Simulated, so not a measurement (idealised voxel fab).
A process module follows: voxel capacitor over wiring.
Square cells of 5 nm make up the cross-section cut, whose width is 255 nm.
Cross-sections here: square-cell grids, written as top-down lists of bands, a band being one or more rows of cells. Look at the band entry: it leads with the top's height and the bottom's height in nm. Then it lists the materials left to right, with a width in nm for each. The word "everywhere" on a single material says that material fills the band edge to edge. The word "air" is empty space. Below 0: as-received wafer, all one material; heights counted from there. Lowest band: no bottom, goes on down, written "0 and below". Note: "30..40" means the width goes from the first number (top row of the band) to the second number (bottom row) in equal steps per row of cells. The designation "left unchanged", where it is given for a processing step, indicates that no cell of the cross-section was altered in the course of that step. Empty spaces without an open route to the top, at least 8 cells in extent, make up the entry "Catalogued sealed voids"; each is given as width x height at distance, where the distance is measured from the left edge, and all are in nm. Step line, after settings: the simulator's comment on this step. overlay nm: on a step with a mask, how far right of its planned place the mask lay; negative means left. For the reader: what remains of this document is a series of pairs, each showing a cross-section before one process step and a cross-section after that step which reaches down only to the lowest band that changed, with the step between them and its settings set out under the pair. It should not be assumed that a pair continues from the pair above it; the pairs can come from different runs of this module on the same starting wafer, and such continuity exists only where the entry headed "Status quo ante" says so.
Status quo ante
    90 down to 75 | 80 of resist | 70 of air | 105 of resist
    75 down to 65 | 80 of aC | 70 of air | 105 of aC
    65 down to 60 | TiN everywhere
    60 down to 55 | HfO2 everywhere
    55 down to 50 | TiN everywhere
    50 down to 40 | 80 of SiO2 | 15 of Ru | 160 of SiO2
    40 down to 35 | 80 of SiCN | 15 of Ru | 160 of SiCN
    35 down to 20 | 65 of lowk | 30 of Ru | 65 of lowk | 30 of Ru | 65 of lowk
    20 down to 15 | 65 of lowk | 30 of TiN | 65 of lowk | 30 of TiN | 65 of lowk
    15 down to 0 | SiO2 everywhere
    0 and below | Si everywhere
    Catalogued sealed voids: none
As Processed
    75 down to 65 | 80 of aC | 70 of air | 105 of aC
    below 65: unchanged
    Catalogued sealed voids: none
Between before and after above, the operation and settings are STRIP | etch materials resist
Status quo ante: The pre-step condition corresponds to the post-step cross-section depicted in the pair directly above.
As Processed
    75 down to 65 | 80 of aC | 70 of air | 105 of aC
    65 down to 60 | 80 of TiN | 70 of air | 105 of TiN
    below 60: unchanged
    Catalogued sealed voids: none
Between before and after above, the operation and settings are DIRECTIONAL_ETCH | etch materials TiN | depth nm 5
Status quo ante: The pre-step condition corresponds to the post-step cross-section depicted in the pair directly above.
As Processed
    75 down to 65 | 80 of aC | 70 of air | 105 of aC
    65 down to 60 | 80 of TiN | 70 of air | 105 of TiN
    60 down to 55 | 80 of HfO2 | 70 of air | 105 of HfO2
    below 55: unchanged
    Catalogued sealed voids: none
Between before and after above, the operation and settings are DIRECTIONAL_ETCH | etch materials HfO2 | depth nm 5
Status quo ante: The pre-step condition corresponds to the post-step cross-section depicted in the pair directly above.
As Processed
    65 down to 60 | 80 of TiN | 70 of air | 105 of TiN
    below 60: unchanged
    Catalogued sealed voids: none
Between before and after above, the operation and settings are STRIP | etch materials aC
Status quo ante: The pre-step condition corresponds to the post-step cross-section depicted in the pair directly above.
As Processed
    80 down to 65 | 75 of air | 80 of resist | 100 of air
    65 down to 60 | 80 of TiN | 70 of resist | 105 of TiN
    60 down to 55 | 80 of HfO2 | 70 of resist | 105 of HfO2
    below 55: unchanged
    Catalogued sealed voids: none
Between before and after above, the operation and settings are PATTERN | tone cover | mask id LOWER_PLATE | material resist | width nm 80 | thk nm 15 | overlay nm 0
Status quo ante: The pre-step condition corresponds to the post-step cross-section depicted in the pair directly above.
As Processed
    80 down to 65 | 75 of air | 80 of resist | 100 of air
    65 down to 60 | 75 of air | 5 of TiN | 70 of resist | 5 of TiN | 100 of air
    below 60: unchanged
    Catalogued sealed voids: none
Between before and after above, the operation and settings are DIRECTIONAL_ETCH | etch materials TiN | depth nm 5
Status quo ante: The pre-step condition corresponds to the post-step cross-section depicted in the pair directly above.
As Processed
    65 down to 60 | 75 of air | 5 of TiN | 70 of air | 5 of TiN | 100 of air
    60 down to 55 | 80 of HfO2 | 70 of air | 105 of HfO2
    below 55: unchanged
    Catalogued sealed voids: none
Between before and after above, the operation and settings are STRIP | etch materials resist
Status quo ante: The pre-step condition corresponds to the post-step cross-section depicted in the pair directly above.
As Processed
    80 down to 65 | SiO2 everywhere
    65 down to 60 | 75 of SiO2 | 5 of TiN | 70 of SiO2 | 5 of TiN | 100 of SiO2
    60 down to 55 | 80 of HfO2 | 70 of SiO2 | 105 of HfO2
    below 55: unchanged
    Catalogued sealed voids: none
Between before and after above, the operation and settings are FILL_DEP | material SiO2 | thk nm 15
Status quo ante: The pre-step condition corresponds to the post-step cross-section depicted in the pair directly above.
As Processed
    75 down to 65 | SiO2 everywhere
    below 65: unchanged
    Catalogued sealed voids: none
Between before and after above, the operation and settings are CMP | height nm 75
Status quo ante: The pre-step condition corresponds to the post-step cross-section depicted in the pair directly above.
As Processed
    90 down to 75 | 90 of resist | 15 of air | 150 of resist
    below 75: unchanged
    Catalogued sealed voids: none
Between before and after above, the operation and settings are PATTERN | tone open | mask id PLUG_2 | material resist | width nm 15 | thk nm 15 | overlay nm 0
Status quo ante: The pre-step condition corresponds to the post-step cross-section depicted in the pair directly above.
As Processed
    90 down to 75 | 90 of resist | 15 of air | 150 of resist
    75 down to 65 | 90 of SiO2 | 15 of air | 150 of SiO2
    below 65: unchanged
    Catalogued sealed voids: none
Between before and after above, the operation and settings are DIRECTIONAL_ETCH | etch materials SiO2 | depth nm 10
Status quo ante: The pre-step condition corresponds to the post-step cross-section depicted in the pair directly above.
As Processed
    75 down to 65 | 90 of SiO2 | 15 of air | 150 of SiO2
    below 65: unchanged
    Catalogued sealed voids: none
Between before and after above, the operation and settings are STRIP | etch materials resist
Status quo ante: The pre-step condition corresponds to the post-step cross-section depicted in the pair directly above.
As Processed
    80 down to 75 | 95 of TiN | 5 of air | 155 of TiN
    75 down to 70 | 90 of SiO2 | 5 of TiN | 5 of air | 5 of TiN | 150 of SiO2
    70 down to 65 | 90 of SiO2 | 15 of TiN | 150 of SiO2
    below 65: unchanged
    Catalogued sealed voids: none
Between before and after above, the operation and settings are CONFORMAL_DEP | material TiN | thk nm 5
Status quo ante: The pre-step condition corresponds to the post-step cross-section depicted in the pair directly above.
As Processed
    90 down to 80 | Cu everywhere
    80 down to 75 | 95 of TiN | 5 of Cu | 155 of TiN
    75 down to 70 | 90 of SiO2 | 5 of TiN | 5 of Cu | 5 of TiN | 150 of SiO2
    below 70: unchanged
    Catalogued sealed voids: none
Between before and after above, the operation and settings are FILL_DEP | material Cu | thk nm 10
Status quo ante: The pre-step condition corresponds to the post-step cross-section depicted in the pair directly above.
As Processed
    75 down to 70 | 90 of SiO2 | 5 of TiN | 5 of Cu | 5 of TiN | 150 of SiO2
    below 70: unchanged
    Catalogued sealed voids: none
Between before and after above, the operation and settings are CMP | height nm 75
Status quo ante: The pre-step condition corresponds to the post-step cross-section depicted in the pair directly above.
As Processed
    80 down to 75 | SiCN everywhere
    below 75: unchanged
    Catalogued sealed voids: none
Between before and after above, the operation and settings are CONFORMAL_DEP | material SiCN | thk nm 5
